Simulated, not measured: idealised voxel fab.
Module name: voxel self aligned vias (process module)
Pictured: cross-section cut, 290 nm wide, on a grid of 5 nm square cells.
Bands, listed from the top down, are how a cross-section gets written in this document; the cross-section itself is a grid of square cells, and a band is one or more rows of them. What a band's entry tells you: where the top is and where the bottom is, as heights in nm, and after that what lies inside, material by material from left to right, each with its width in nm. Empty space is written as the word "air", and a single material marked with the word "throughout" occupies the band from edge to edge. Height datum 0, below which the as-received substrate wafer is one material. Lowest band open at the bottom, running downward: "z 0 and below". Width "30..40": first value at the band's top row of cells, second value at its bottom row, equal change from row to row. "nothing was modified", as given for a step, is the statement that not any cell of the cross-section underwent a change during that step. "Enclosed internal cavities" specifies each empty space that is not open to the top and that occupies no fewer than 8 cells, using the form width x height at distance, the distance measured from the left edge and all three quantities in nm. Text after the settings on a step's line: the simulator's own remark on that step. A step's line can hold "overlay nm"; with a mask on that step, the setting says how far right of the planned place the mask lay, while a negative setting says it lay to the left.
Intended process steps
1) op RECEIVE | material Si
2) op CONFORMAL_DEP | material SiO2 | thk nm 15
3) op CONFORMAL_DEP | material SiCN | thk nm 5
4) op DIRECTIONAL_DEP | material SiO2 | thk nm 30
5) op DIRECTIONAL_DEP | material aC | thk nm 15
6) op PATTERN | tone open | mask id LINES | material resist | width nm 30 | pitch nm 70 | thk nm 30 | overlay nm 0
7) op DIRECTIONAL_ETCH | etch materials aC | depth nm 15
8) op STRIP | etch materials resist
9) op DIRECTIONAL_ETCH | etch materials SiO2 | depth nm 30
10) op STRIP | etch materials aC
11) op CONFORMAL_DEP | material TiN | thk nm 5
12) op FILL_DEP | material W | thk nm 10
13) op CMP | height nm 50
14) op SELECTIVE_ETCH | etch materials W Ru TiN | depth nm 10
15) op FILL_DEP | material SiN | thk nm 5
16) op CMP | height nm 50
17) op DIRECTIONAL_DEP | material SiO2 | thk nm 15
18) op DIRECTIONAL_DEP | material aC | thk nm 15
19) op PATTERN | tone open | mask id VIAS | material resist | width nm 50 | pitch nm 70 | thk nm 30 | overlay nm 0
20) op DIRECTIONAL_ETCH | etch materials aC | depth nm 15
21) op STRIP | etch materials resist
22) op DIRECTIONAL_ETCH | etch materials SiO2 | depth nm 15
23) op DIRECTIONAL_ETCH | etch materials SiN | depth nm 10
24) op STRIP | etch materials aC
25) op CONFORMAL_DEP | material TiN | thk nm 5
26) op FILL_DEP | material W | thk nm 5
27) op CMP | height nm 65
28) op CONFORMAL_DEP | material SiCN | thk nm 5
Cross-section of the wafer as it came to us, i.e., already through step 1
    z 0 and below = Si throughout
    Enclosed internal cavities: none
Figure: cross-sectional view of the wafer upon completion of the module, processed from the initial state and according to the plan depicted above, with one error introduced during execution
    z 70 to 65 = SiCN throughout
    z 65 to 55 = 85 nm SiO2 / 5 nm TiN / 40 nm W / 5 nm TiN / 20 nm SiO2 / 5 nm TiN / 40 nm W / 5 nm TiN / 85 nm SiO2
    z 55 to 45 = 85..95 nm SiO2 / 15..5 nm TiN / 20 nm W / 15..5 nm TiN / 20..40 nm SiO2 / 15..5 nm TiN / 20 nm W / 15..5 nm TiN / 85..95 nm SiO2
    z 45 to 40 = 95 nm SiO2 / 30 nm TiN / 40 nm SiO2 / 30 nm TiN / 95 nm SiO2
    z 40 to 25 = 95 nm SiO2 / 5 nm TiN / 20 nm W / 5 nm TiN / 40 nm SiO2 / 5 nm TiN / 20 nm W / 5 nm TiN / 95 nm SiO2
    z 25 to 20 = 95 nm SiO2 / 30 nm TiN / 40 nm SiO2 / 30 nm TiN / 95 nm SiO2
    z 20 to 5 = SiO2 throughout
    z 5 to 0 = SiCN throughout
    z 0 and below = Si throughout
    Enclosed internal cavities: none
What broke from the plan during processing? steps 2 and 3: order swapped relative to plan
